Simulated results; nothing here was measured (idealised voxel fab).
You're looking at the process module voxel trench capacitor.
Displayed cross-section: cut, width of 195 nm, square cells sized 5 nm.
Notation: cross-section as square-cell grid; stated in bands, top first, going down; one or more cell rows per band.
In this notation a band is specified by the heights of its top and bottom, in that order and in nm, after which its materials appear from left to right, each paired with its width in nm. The word "throughout" attached to a single material means that material fills the band from edge to edge; the word "empty" stands for empty space.
Basically, 0 is our baseline, since under it the wafer straight out of the box is all one material. The bottom band has no lower end and keeps on going down, so it looks like "0 nm and below".
The notation "30 to 40" denotes a width that varies across the rows of cells in the band, beginning at the first number in the top row, finishing at the second number in the bottom row, and changing by an identical amount from each row to the next.
"nothing changed" -> step changed no cross-section cell.
The entry "Voids, fully enclosed" lists the empty spaces that cover at least 8 cells and have no open path to the top. Each is written as width x height at distance, where the distance is measured from the left edge and all three values are in nm.
Whatever follows a step's settings on its line is a remark the simulator itself makes about that step.
overlay nm: mask right of planned place by this much (step with mask). Neg. = left.

PROCESS STEPS - PLAN
- 1: RECEIVE | material Si
- 2: CONFORMAL_DEP | material SiN | thk nm 5
- 3: DIRECTIONAL_DEP | material aC | thk nm 15
- 4: PATTERN | tone open | mask id TRENCH | material resist | width nm 25 | pitch nm 55 | thk nm 35 | overlay nm 0
- 5: DIRECTIONAL_ETCH | etch materials aC | depth nm 15
- 6: STRIP | etch materials resist
- 7: DIRECTIONAL_ETCH | etch materials SiN | depth nm 5
- 8: DIRECTIONAL_ETCH | etch materials Si | depth nm 35
- 9: STRIP | etch materials aC
- 10: CONFORMAL_DEP | material SiO2 | thk nm 5
- 11: FILL_DEP | material polySi | thk nm 10
- 12: CMP | height nm 5

SO, THE FIRST OF OUR TWO WAFERS, RUN JUST AS WE PLANNED IT

CROSS-SECTION OF THE INCOMING WAFER, STATE AFTER STEP 1
  0 nm and below: Si throughout
  Voids, fully enclosed: none

CROSS-SECTION OF THE WAFER AFTER STEP 2
  5 nm to 0 nm: SiN throughout
  Unchanged below 0.

CROSS-SECTION OF THE WAFER AFTER STEP 3
  20 nm to 5 nm: aC throughout
  Unchanged below 5.

CROSS-SECTION OF THE WAFER AFTER STEP 4
  55 nm to 20 nm: resist (30) | empty (25) | resist (30) | empty (25) | resist (30) | empty (25) | resist (30)
  Unchanged below 20.

CROSS-SECTION OF THE WAFER AFTER STEP 5
  40 nm to 20 nm: resist (30) | empty (25) | resist (30) | empty (25) | resist (30) | empty (25) | resist (30)
  20 nm to 5 nm: aC (30) | empty (25) | aC (30) | empty (25) | aC (30) | empty (25) | aC (30)
  Unchanged below 5.

CROSS-SECTION OF THE WAFER AFTER STEP 6
  20 nm to 5 nm: aC (30) | empty (25) | aC (30) | empty (25) | aC (30) | empty (25) | aC (30)
  Unchanged below 5.

CROSS-SECTION OF THE WAFER AFTER STEP 7
  20 nm to 5 nm: aC (30) | empty (25) | aC (30) | empty (25) | aC (30) | empty (25) | aC (30)
  5 nm to 0 nm: SiN (30) | empty (25) | SiN (30) | empty (25) | SiN (30) | empty (25) | SiN (30)
  Unchanged below 0.

CROSS-SECTION OF THE WAFER AFTER STEP 8
  20 nm to 5 nm: aC (30) | empty (25) | aC (30) | empty (25) | aC (30) | empty (25) | aC (30)
  5 nm to 0 nm: SiN (30) | empty (25) | SiN (30) | empty (25) | SiN (30) | empty (25) | SiN (30)
  0 nm to -35 nm: Si (30) | empty (25) | Si (30) | empty (25) | Si (30) | empty (25) | Si (30)
  Unchanged below -35.

CROSS-SECTION OF THE WAFER AFTER STEP 9
  5 nm to 0 nm: SiN (30) | empty (25) | SiN (30) | empty (25) | SiN (30) | empty (25) | SiN (30)
  Unchanged below 0.

CROSS-SECTION OF THE WAFER AFTER STEP 10
  10 nm to 5 nm: SiO2 (35) | empty (15) | SiO2 (40) | empty (15) | SiO2 (40) | empty (15) | SiO2 (35)
  5 nm to 0 nm: SiN (30) | SiO2 (5) | empty (15) | SiO2 (5) | SiN (30) | SiO2 (5) | empty (15) | SiO2 (5) | SiN (30) | SiO2 (5) | empty (15) | SiO2 (5) | SiN (30)
  0 nm to -30 nm: Si (30) | SiO2 (5) | empty (15) | SiO2 (5) | Si (30) | SiO2 (5) | empty (15) | SiO2 (5) | Si (30) | SiO2 (5) | empty (15) | SiO2 (5) | Si (30)
  -30 nm to -35 nm: Si (30) | SiO2 (25) | Si (30) | SiO2 (25) | Si (30) | SiO2 (25) | Si (30)
  Unchanged below -35.

CROSS-SECTION OF THE WAFER AFTER STEP 11
  20 nm to 10 nm: polySi throughout
  10 nm to 5 nm: SiO2 (35) | polySi (15) | SiO2 (40) | polySi (15) | SiO2 (40) | polySi (15) | SiO2 (35)
  5 nm to 0 nm: SiN (30) | SiO2 (5) | polySi (15) | SiO2 (5) | SiN (30) | SiO2 (5) | polySi (15) | SiO2 (5) | SiN (30) | SiO2 (5) | polySi (15) | SiO2 (5) | SiN (30)
  0 nm to -30 nm: Si (30) | SiO2 (5) | polySi (15) | SiO2 (5) | Si (30) | SiO2 (5) | polySi (15) | SiO2 (5) | Si (30) | SiO2 (5) | polySi (15) | SiO2 (5) | Si (30)
  Unchanged below -30.

CROSS-SECTION OF THE WAFER AFTER STEP 12
  5 nm to 0 nm: SiN (30) | SiO2 (5) | polySi (15) | SiO2 (5) | SiN (30) | SiO2 (5) | polySi (15) | SiO2 (5) | SiN (30) | SiO2 (5) | polySi (15) | SiO2 (5) | SiN (30)
  Unchanged below 0.

WHAT FOLLOWS CONCERNS THE SECOND WAFER, WHICH STARTED OUT LIKE THE FIRST AND WAS MEANT TO FOLLOW THE VERY SAME PLAN; ONE MISTAKE CREPT IN WHEN IT WAS RUN, BUT EVERYTHING UP TO AND INCLUDING STEP 7 IS THE SAME AS FOR THE FIRST WAFER

THE SECOND WAFER IN CROSS-SECTION, AT THE PLANNED CLOSE OF STEP 8
  20 nm to 5 nm: aC (30) | empty (25) | aC (30) | empty (25) | aC (30) | empty (25) | aC (30)
  5 nm to 0 nm: SiN (30) | empty (25) | SiN (30) | empty (25) | SiN (30) | empty (25) | SiN (30)
  0 nm to -40 nm: Si (30) | empty (25) | Si (30) | empty (25) | Si (30) | empty (25) | Si (30)
  Unchanged below -40.

THE SECOND WAFER IN CROSS-SECTION, AT THE PLANNED CLOSE OF STEP 9
  5 nm to 0 nm: SiN (30) | empty (25) | SiN (30) | empty (25) | SiN (30) | empty (25) | SiN (30)
  Unchanged below 0.

THE SECOND WAFER IN CROSS-SECTION, AT THE PLANNED CLOSE OF STEP 10
  10 nm to 5 nm: SiO2 (35) | empty (15) | SiO2 (40) | empty (15) | SiO2 (40) | empty (15) | SiO2 (35)
  5 nm to 0 nm: SiN (30) | SiO2 (5) | empty (15) | SiO2 (5) | SiN (30) | SiO2 (5) | empty (15) | SiO2 (5) | SiN (30) | SiO2 (5) | empty (15) | SiO2 (5) | SiN (30)
  0 nm to -35 nm: Si (30) | SiO2 (5) | empty (15) | SiO2 (5) | Si (30) | SiO2 (5) | empty (15) | SiO2 (5) | Si (30) | SiO2 (5) | empty (15) | SiO2 (5) | Si (30)
  -35 nm to -40 nm: Si (30) | SiO2 (25) | Si (30) | SiO2 (25) | Si (30) | SiO2 (25) | Si (30)
  Unchanged below -40.

THE SECOND WAFER IN CROSS-SECTION, AT THE PLANNED CLOSE OF STEP 11
  20 nm to 10 nm: polySi throughout
  10 nm to 5 nm: SiO2 (35) | polySi (15) | SiO2 (40) | polySi (15) | SiO2 (40) | polySi (15) | SiO2 (35)
  5 nm to 0 nm: SiN (30) | SiO2 (5) | polySi (15) | SiO2 (5) | SiN (30) | SiO2 (5) | polySi (15) | SiO2 (5) | SiN (30) | SiO2 (5) | polySi (15) | SiO2 (5) | SiN (30)
  0 nm to -35 nm: Si (30) | SiO2 (5) | polySi (15) | SiO2 (5) | Si (30) | SiO2 (5) | polySi (15) | SiO2 (5) | Si (30) | SiO2 (5) | polySi (15) | SiO2 (5) | Si (30)
  Unchanged below -35.

THE SECOND WAFER IN CROSS-SECTION, AT THE PLANNED CLOSE OF STEP 12
  5 nm to 0 nm: SiN (30) | SiO2 (5) | polySi (15) | SiO2 (5) | SiN (30) | SiO2 (5) | polySi (15) | SiO2 (5) | SiN (30) | SiO2 (5) | polySi (15) | SiO2 (5) | SiN (30)
  Unchanged below 0.
It is concluded that the wafer was processed incorrectly with respect to the plan, in that step 8 changed vs plan, executed as DIRECTIONAL_ETCH | etch materials Si | depth nm 40
Cell-count delta at end, second wafer over first, by material: Si: 15 fewer, SiO2: 6 more, polySi: 9 more
